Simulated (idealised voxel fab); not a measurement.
Presented below is a process module, voxel ribs on slabs.
cross-section cut | 240 nm wide | cells 5 nm
For the purposes of this document, a cross-section shall be understood as a grid of square cells, specified as bands listed in top-to-bottom order, each band consisting of one or more rows of cells. This entry defines a band. It first specifies the height of the band's top and the height of its bottom in nm, and then specifies the band's materials from left to right, stating each material with its width in nm. The word "throughout" identifies a single material that fills the band from edge to edge, while the word "empty" identifies empty space. The reference from which all heights are counted is 0, the level beneath which the as-received wafer is entirely one material; the lowest band, having no lower bound, proceeds downward and is written after the example "0 nm and below". Top row gets the first number, bottom row gets the second, and each row in between changes by the same step: that is how a band width like "30->40" works. Basically "remained the same" means that step didn't change any cell in the cross-section. Any empty space of 8 cells or more lacking an open way to the top shows up in "Closed internal voids" as width x height at distance, distance from the left edge, in nm. Note: text after step settings on the step line = simulator remark on that step. "overlay nm" denotes, for a step that has a mask, the displacement of the mask to the right of its planned place, with negative values corresponding to the left.
### Planned process steps
| 1 | RECEIVE | material Si |
| 2 | DIRECTIONAL_DEP | material SiO2 | thk nm 30 |
| 3 | DIRECTIONAL_DEP | material SiN | thk nm 25 |
| 4 | DIRECTIONAL_DEP | material aC | thk nm 10 |
| 5 | PATTERN | tone cover | mask id RIB | material resist | width nm 15 | thk nm 25 | overlay nm 0 |
| 6 | DIRECTIONAL_ETCH | etch materials aC | depth nm 10 |
| 7 | STRIP | etch materials resist |
| 8 | DIRECTIONAL_ETCH | etch materials SiN | depth nm 15 |
| 9 | STRIP | etch materials aC |
| 10 | DIRECTIONAL_DEP | material aC | thk nm 15 |
| 11 | PATTERN | tone cover | mask id SLAB | material resist | width nm 45 | thk nm 35 | overlay nm 0 |
| 12 | DIRECTIONAL_ETCH | etch materials aC | depth nm 15 |
| 13 | STRIP | etch materials resist |
| 14 | DIRECTIONAL_ETCH | etch materials SiN | depth nm 10 |
| 15 | STRIP | etch materials aC |
| 16 | FILL_DEP | material SiO2 | thk nm 20 |
| 17 | CMP | height nm 65 |
| 18 | DIRECTIONAL_DEP | material W | thk nm 10 |
| 19 | DIRECTIONAL_DEP | material aC | thk nm 15 |
| 20 | PATTERN | tone cover | mask id HEATER | material resist | width nm 25 | thk nm 30 | overlay nm 0 |
| 21 | DIRECTIONAL_ETCH | etch materials aC | depth nm 15 |
| 22 | STRIP | etch materials resist |
| 23 | DIRECTIONAL_ETCH | etch materials W | depth nm 10 |
| 24 | STRIP | etch materials aC |
| 25 | CONFORMAL_DEP | material SiN | thk nm 5 |
### First wafer of two (run as planned)
### Cross-section of the incoming wafer, state after step 1
0 nm and below: Si throughout
Closed internal voids: none
### after step 2
30 nm to 0 nm: SiO2 throughout
Everything under 0 stays put, no change at all.
### after step 3
55 nm to 30 nm: SiN throughout
Everything under 30 stays put, no change at all.
### after step 4
65 nm to 55 nm: aC throughout
Everything under 55 stays put, no change at all.
### after step 5
90 nm to 65 nm: empty 110 / resist 15 / empty 115
Everything under 65 stays put, no change at all.
### after step 6
80 nm to 65 nm: empty 110 / resist 15 / empty 115
65 nm to 55 nm: empty 110 / aC 15 / empty 115
Everything under 55 stays put, no change at all.
### after step 7
65 nm to 55 nm: empty 110 / aC 15 / empty 115
Everything under 55 stays put, no change at all.
### after step 8
65 nm to 55 nm: empty 110 / aC 15 / empty 115
55 nm to 40 nm: empty 110 / SiN 15 / empty 115
Everything under 40 stays put, no change at all.
### after step 9
55 nm to 40 nm: empty 110 / SiN 15 / empty 115
Everything under 40 stays put, no change at all.
### after step 10
70 nm to 55 nm: empty 110 / aC 15 / empty 115
55 nm to 40 nm: aC 110 / SiN 15 / aC 115
Everything under 40 stays put, no change at all.
### after step 11
105 nm to 70 nm: empty 95 / resist 45 / empty 100
70 nm to 55 nm: empty 95 / resist 15 / aC 15 / resist 15 / empty 100
Everything under 55 stays put, no change at all.
### after step 12
90 nm to 70 nm: empty 95 / resist 45 / empty 100
70 nm to 55 nm: empty 95 / resist 15 / aC 15 / resist 15 / empty 100
55 nm to 40 nm: empty 95 / aC 15 / SiN 15 / aC 15 / empty 100
Everything under 40 stays put, no change at all.
### after step 13
70 nm to 55 nm: empty 110 / aC 15 / empty 115
Everything under 55 stays put, no change at all.
### after step 14
70 nm to 55 nm: empty 110 / aC 15 / empty 115
55 nm to 40 nm: empty 95 / aC 15 / SiN 15 / aC 15 / empty 100
40 nm to 30 nm: empty 95 / SiN 45 / empty 100
Everything under 30 stays put, no change at all.
### after step 15
55 nm to 40 nm: empty 110 / SiN 15 / empty 115
Everything under 40 stays put, no change at all.
### after step 16
75 nm to 55 nm: SiO2 throughout
55 nm to 40 nm: SiO2 110 / SiN 15 / SiO2 115
40 nm to 30 nm: SiO2 95 / SiN 45 / SiO2 100
Everything under 30 stays put, no change at all.
### after step 17
65 nm to 55 nm: SiO2 throughout
Everything under 55 stays put, no change at all.
### after step 18
75 nm to 65 nm: W throughout
Everything under 65 stays put, no change at all.
### after step 19
90 nm to 75 nm: aC throughout
Everything under 75 stays put, no change at all.
### after step 20
120 nm to 90 nm: empty 105 / resist 25 / empty 110
Everything under 90 stays put, no change at all.
### after step 21
105 nm to 90 nm: empty 105 / resist 25 / empty 110
90 nm to 75 nm: empty 105 / aC 25 / empty 110
Everything under 75 stays put, no change at all.
### after step 22
90 nm to 75 nm: empty 105 / aC 25 / empty 110
Everything under 75 stays put, no change at all.
### after step 23
90 nm to 75 nm: empty 105 / aC 25 / empty 110
75 nm to 65 nm: empty 105 / W 25 / empty 110
Everything under 65 stays put, no change at all.
### after step 24
75 nm to 65 nm: empty 105 / W 25 / empty 110
Everything under 65 stays put, no change at all.
### after step 25
80 nm to 75 nm: empty 100 / SiN 35 / empty 105
75 nm to 70 nm: empty 100 / SiN 5 / W 25 / SiN 5 / empty 105
70 nm to 65 nm: SiN 105 / W 25 / SiN 110
Everything under 65 stays put, no change at all.
### The remaining wafer, second of the two, started like the first and was run to the same plan, except that one mistake was made along the way; the two coincide through step 19, inclusive
### Cross-section of the second wafer corresponding to the planned conclusion of step 20
120 nm to 90 nm: empty 110 / resist 20 / empty 110
Everything under 90 stays put, no change at all.
### Cross-section of the second wafer corresponding to the planned conclusion of step 21
105 nm to 90 nm: empty 110 / resist 20 / empty 110
90 nm to 75 nm: empty 110 / aC 20 / empty 110
Everything under 75 stays put, no change at all.
### Cross-section of the second wafer corresponding to the planned conclusion of step 22
90 nm to 75 nm: empty 110 / aC 20 / empty 110
Everything under 75 stays put, no change at all.
### Cross-section of the second wafer corresponding to the planned conclusion of step 23
90 nm to 75 nm: empty 110 / aC 20 / empty 110
75 nm to 65 nm: empty 110 / W 20 / empty 110
Everything under 65 stays put, no change at all.
### Cross-section of the second wafer corresponding to the planned conclusion of step 24
75 nm to 65 nm: empty 110 / W 20 / empty 110
Everything under 65 stays put, no change at all.
### Cross-section of the second wafer corresponding to the planned conclusion of step 25
80 nm to 75 nm: empty 105 / SiN 30 / empty 105
75 nm to 70 nm: empty 105 / SiN 5 / W 20 / SiN 5 / empty 105
70 nm to 65 nm: SiN 110 / W 20 / SiN 110
Everything under 65 stays put, no change at all.
Finding, execution versus plan: contrary to plan, step 20 was performed as PATTERN | tone cover | mask id HEATER | material resist | width nm 20 | thk nm 30 | overlay nm 0
It is noted that, at the conclusion of processing, the second wafer exhibits a higher or lower cell count for certain materials relative to the first: W -2
